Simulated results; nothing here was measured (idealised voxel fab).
The following process module bears the name voxel self aligned vias.
In the cross-section labelled cut, the width is 245 nm and each square cell is 5 nm.
How to read a cross-section here: the picture is a grid of square cells, written as bands going from the top down, and any band can span one or more rows of cells. Within each band entry, the heights of the top and of the bottom of the band appear first, in that order and in nm; the materials of the band then follow from left to right, each with its corresponding width in nm. The designation "everywhere" on a single material indicates that it fills the band from edge to edge; the designation "blank" indicates empty space. Where do heights start? At 0: under that level the wafer as delivered is made of one material only. And the lowest band has no floor; it just carries on downward, as in "0 and below". A width given as "30..40" starts at the first number in the band's top row and ends at the second number in its bottom row, shifting by an equal amount at every step from row to row. What does "all unchanged" mean for a step? It means no cell of the cross-section changed in that step. Basically, "Closed cavity list" tells you about the enclosed voids: empty spaces with no open way to the top, 8 cells or bigger, each written width x height at distance, where distance is from the left edge, all in nm. The remark found on a step's line after its settings is issued by the simulator itself and pertains to that step. The "overlay nm" setting may appear on a step's line; for a step that uses a mask, it gives how far to the right of its planned position the mask lay, and a negative value indicates the left.

## Set out below are the planned steps of the process
1: RECEIVE [material Si]
2: CONFORMAL_DEP [material SiO2] [thk nm 10]
3: CONFORMAL_DEP [material SiCN] [thk nm 5]
4: DIRECTIONAL_DEP [material lowk] [thk nm 30]
5: MASKED_ETCH [tone open] [mask id LINES] [width nm 25] [pitch nm 50] [etch materials lowk] [depth nm 30] [overlay nm 0]
6: CONFORMAL_DEP [material TiN] [thk nm 5]
7: FILL_DEP [material Ru] [thk nm 5]
8: CMP [height nm 45]
9: SELECTIVE_ETCH [etch materials W Ru TiN] [depth nm 5]
10: FILL_DEP [material SiN] [thk nm 10]
11: CMP [height nm 45]
12: DIRECTIONAL_DEP [material lowk] [thk nm 20]
13: DIRECTIONAL_DEP [material aC] [thk nm 10]
14: PATTERN [tone open] [mask id VIAS] [material resist] [width nm 25] [pitch nm 50] [thk nm 25] [overlay nm 0]
15: DIRECTIONAL_ETCH [etch materials aC] [depth nm 10]
16: STRIP [etch materials resist]
17: DIRECTIONAL_ETCH [etch materials lowk] [depth nm 20]
18: DIRECTIONAL_ETCH [etch materials SiN] [depth nm 5]
19: STRIP [etch materials aC]
20: CONFORMAL_DEP [material TiN] [thk nm 5]
21: FILL_DEP [material Ru] [thk nm 10]
22: CMP [height nm 65]
23: CONFORMAL_DEP [material SiCN] [thk nm 5]
It is noted that the wafers described herein are identical at the outset and are distinguished by the width nm of step 14; the value stated in the plan corresponds to the first wafer.

## Cross-section: the first of several wafers in its as-received state, i.e. following step 1
    0 and below | Si everywhere
    Closed cavity list: none

## Here is the cross-section of the first of several wafers at the end of the module, after its last step, step 23
    70 down to 65 | SiCN everywhere
    65 down to 45 | lowk=85 / TiN=5 / Ru=15 / TiN=5 / lowk=25 / TiN=5 / Ru=15 / TiN=5 / lowk=85
    45 down to 40 | lowk=85 / TiN=25 / lowk=25 / TiN=25 / lowk=85
    40 down to 20 | lowk=85 / TiN=5 / Ru=15 / TiN=5 / lowk=25 / TiN=5 / Ru=15 / TiN=5 / lowk=85
    20 down to 15 | lowk=85 / TiN=25 / lowk=25 / TiN=25 / lowk=85
    15 down to 10 | SiCN everywhere
    10 down to 0 | SiO2 everywhere
    0 and below | Si everywhere
    Closed cavity list: none

## Here's the last wafer cross-sectioned at the end of the module
    70 down to 65 | SiCN everywhere
    65 down to 50 | lowk=80 / TiN=5 / Ru=25 / TiN=5 / lowk=15 / TiN=5 / Ru=25 / TiN=5 / lowk=80
    50 down to 45 | lowk=80 / TiN=10 / Ru=15 / TiN=10 / lowk=15 / TiN=10 / Ru=15 / TiN=10 / lowk=80
    45 down to 40 | lowk=85 / TiN=25 / lowk=25 / TiN=25 / lowk=85
    40 down to 20 | lowk=85 / TiN=5 / Ru=15 / TiN=5 / lowk=25 / TiN=5 / Ru=15 / TiN=5 / lowk=85
    20 down to 15 | lowk=85 / TiN=25 / lowk=25 / TiN=25 / lowk=85
    15 down to 10 | SiCN everywhere
    10 down to 0 | SiO2 everywhere
    0 and below | Si everywhere
    Closed cavity list: none

## Gained (+) or lost (-) cells of each material since receipt, then closed voids: one row per wafer, at the end of the module
width nm 25; +48 Ru; +98 SiCN; +98 SiO2; +52 TiN; +390 lowk; Closed cavity list: none
width nm 30; +54 Ru; +98 SiCN; +98 SiO2; +54 TiN; +382 lowk; Closed cavity list: none
width nm 35; +60 Ru; +98 SiCN; +98 SiO2; +56 TiN; +374 lowk; Closed cavity list: none
